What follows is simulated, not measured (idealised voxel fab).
process module | voxel capacitor over wiring
cross-section cut | 170 nm wide | cells 5 nm
A cross-section is a grid of square cells, given in bands from the top down. A band is one or more rows of cells.
Each band's line starts with the height of the band's top and of its bottom, in nm. Then come its materials from left to right, each with its width in nm. One material with "throughout" fills the band from edge to edge. "air" is empty space.
Height 0 is the level under which the wafer as received is all one material. The lowest band goes on downwards, as in "0 down".
A width such as "30 to 40" changes by the same amount from each row of cells to the next, from the band's top row to its bottom row.
"no change" after a step means that no cell of the cross-section changed.
closed voids: empty space of 8 cells or more with no open way to the top, each as width x height at its distance from the left edge, in nm
after a step's settings: what the simulator itself notes on the step
overlay nm, on a step with a mask: how far to the right of its planned place the mask lay; to the left if negative
plan
1 op RECEIVE | material Si
2 op CONFORMAL_DEP | material SiO2 | thk nm 10
3 op CONFORMAL_DEP | material SiCN | thk nm 5
4 op DIRECTIONAL_DEP | material SiO2 | thk nm 25
5 op DIRECTIONAL_DEP | material aC | thk nm 15
6 op PATTERN | tone open | mask id METAL_1 | material resist | width nm 30 | pitch nm 85 | thk nm 35 | overlay nm 0
7 op DIRECTIONAL_ETCH | etch materials aC | depth nm 15
8 op STRIP | etch materials resist
9 op DIRECTIONAL_ETCH | etch materials SiO2 | depth nm 25
10 op DIRECTIONAL_ETCH | etch materials SiCN | depth nm 5
11 op STRIP | etch materials aC
12 op CONFORMAL_DEP | material TiN | thk nm 5
13 op FILL_DEP | material Ru | thk nm 10
14 op CMP | height nm 40
15 op CONFORMAL_DEP | material SiCN | thk nm 5
16 op DIRECTIONAL_DEP | material lowk | thk nm 15
17 op PATTERN | tone open | mask id PLUG_1 | material resist | width nm 15 | thk nm 20 | overlay nm 0
18 op DIRECTIONAL_ETCH | etch materials lowk | depth nm 15
19 op DIRECTIONAL_ETCH | etch materials SiCN | depth nm 5
20 op STRIP | etch materials resist
21 op CONFORMAL_DEP | material TiN | thk nm 5
22 op FILL_DEP | material Cu | thk nm 5
23 op CMP | height nm 60
24 op DIRECTIONAL_DEP | material TiN | thk nm 5
25 op DIRECTIONAL_DEP | material Al2O3 | thk nm 5
26 op DIRECTIONAL_DEP | material TiN | thk nm 10
27 op PATTERN | tone cover | mask id UPPER_PLATE | material resist | width nm 60 | thk nm 20 | overlay nm 0
28 op DIRECTIONAL_ETCH | etch materials TiN | depth nm 10
29 op DIRECTIONAL_ETCH | etch materials Al2O3 | depth nm 5
30 op STRIP | etch materials resist
31 op DIRECTIONAL_DEP | material aC | thk nm 10
32 op PATTERN | tone cover | mask id LOWER_PLATE | material resist | width nm 70 | thk nm 25 | overlay nm 0
33 op DIRECTIONAL_ETCH | etch materials aC | depth nm 10
34 op STRIP | etch materials resist
35 op DIRECTIONAL_ETCH | etch materials TiN | depth nm 5
36 op STRIP | etch materials aC
37 op FILL_DEP | material SiO2 | thk nm 20
38 op CMP | height nm 95
39 op DIRECTIONAL_DEP | material aC | thk nm 15
40 op PATTERN | tone open | mask id PLUG_2 | material resist | width nm 15 | thk nm 35 | overlay nm 0
41 op DIRECTIONAL_ETCH | etch materials aC | depth nm 15
42 op STRIP | etch materials resist
43 op DIRECTIONAL_ETCH | etch materials SiO2 | depth nm 15
44 op STRIP | etch materials aC
45 op CONFORMAL_DEP | material TiN | thk nm 5
46 op FILL_DEP | material Cu | thk nm 5
47 op CMP | height nm 95
48 op CONFORMAL_DEP | material SiN | thk nm 5
as received, after step 1
  0 down: Si throughout
  closed voids: none
first wafer at the end, as planned
  100 to 95: SiN throughout
  95 to 85: SiO2 50 | TiN 5 | Cu 5 | TiN 5 | SiO2 105
  85 to 80: SiO2 50 | TiN 15 | SiO2 105
  80 to 70: SiO2 40 | TiN 60 | SiO2 70
  70 to 65: SiO2 40 | Al2O3 60 | SiO2 70
  65 to 60: SiO2 35 | TiN 70 | SiO2 65
  60 to 45: lowk 40 | TiN 5 | Cu 5 | TiN 5 | lowk 115
  45 to 40: SiCN 40 | TiN 15 | SiCN 115
  40 to 15: SiO2 25 | TiN 5 | Ru 20 | TiN 5 | SiO2 55 | TiN 5 | Ru 20 | TiN 5 | SiO2 30
  15 to 10: SiCN 25 | TiN 30 | SiCN 55 | TiN 30 | SiCN 30
  10 to 0: SiO2 throughout
  0 down: Si throughout
  closed voids: none
second wafer at the end: like start, like plan, one mistake
  100 to 95: SiN throughout
  95 to 85: SiO2 50 | TiN 5 | Cu 5 | TiN 5 | SiO2 105
  85 to 80: SiO2 50 | TiN 15 | SiO2 105
  80 to 75: SiO2 40 | Al2O3 60 | SiO2 70
  75 to 70: SiO2 35 | TiN 70 | SiO2 65
  70 to 60: TiN throughout
  60 to 45: lowk 40 | TiN 5 | Cu 5 | TiN 5 | lowk 115
  45 to 40: SiCN 40 | TiN 15 | SiCN 115
  40 to 15: SiO2 25 | TiN 5 | Ru 20 | TiN 5 | SiO2 55 | TiN 5 | Ru 20 | TiN 5 | SiO2 30
  15 to 10: SiCN 25 | TiN 30 | SiCN 55 | TiN 30 | SiCN 30
  10 to 0: SiO2 throughout
  0 down: Si throughout
  closed voids: none
what went wrong: steps 25 and 26 were swapped
at the end the second wafer has, in cells: 44 fewer of SiO2 | 44 more of TiN
